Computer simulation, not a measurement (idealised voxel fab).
The following is a process module called voxel fin reveal.
The cross-section on display is named cut; it measures 180 nm wide, and its cells are 5 nm squares.
Cross-section layout: square cells on a grid; listed as bands, top to bottom; a band spans one or more cell rows. Look at the band entry: it leads with the top's height and the bottom's height in nm. Then it lists the materials left to right, with a width in nm for each. The word "everywhere" on a single material says that material fills the band edge to edge. The word "empty" is empty space. Note: height 0 marks the level under which the wafer is uniformly one material as received. Lowest band unbounded below, written "z 0 and below". Quick explanation for "30..40": the width changes in equal steps down the rows of cells, from the first number in the band's top row to the second number in its bottom row. You'll sometimes find "nothing was modified" written for a step, and that's the way of saying that nowhere in the cross-section did a cell change during that step. "Enclosed empty spaces": sealed empty spaces, 8 cells or more, no open way to top, listed width x height at distance, with distance from the left edge and width, height and distance in nm. Formally, on a step line, whatever follows the settings is a remark that the simulator itself makes on the step. overlay nm, on a step with a mask: how far to the right of its planned place the mask lay; to the left if negative.
## Process steps - plan
1. RECEIVE, material Si
2. CONFORMAL_DEP, material SiN, thk nm 10
3. DIRECTIONAL_DEP, material aC, thk nm 10
4. PATTERN, tone cover, mask id FINS, material resist, width nm 15, pitch nm 45, thk nm 25, overlay nm 0
5. DIRECTIONAL_ETCH, etch materials aC, depth nm 10
6. STRIP, etch materials resist
7. DIRECTIONAL_ETCH, etch materials SiN, depth nm 10
8. DIRECTIONAL_ETCH, etch materials Si, depth nm 30
9. STRIP, etch materials aC
10. FILL_DEP, material SiO2, thk nm 10
11. CMP, height nm 10
12. SELECTIVE_ETCH, etch materials SiO2, depth nm 30
13. STRIP, etch materials SiN
14. CONFORMAL_DEP, material HfO2, thk nm 5
The wafers are alike at the start. At step 4, their width nm differs. The plan lists the first wafer's value.
## Cross-section of the first of several received wafers, showing its state after step 1
    z 0 and below = Si everywhere
    Enclosed empty spaces: none
## Per-wafer rows below. For each material: cells gained (+) or lost (-) since the wafer was received, as of end of module. Then: closed voids
width nm 15 | +52 HfO2 | -180 Si | +60 SiO2 | Enclosed empty spaces: none
width nm 20 | +52 HfO2 | -168 Si | +56 SiO2 | Enclosed empty spaces: none
width nm 25 | +52 HfO2 | -156 Si | +52 SiO2 | Enclosed empty spaces: none
width nm 30 | +52 HfO2 | -144 Si | +48 SiO2 | Enclosed empty spaces: none
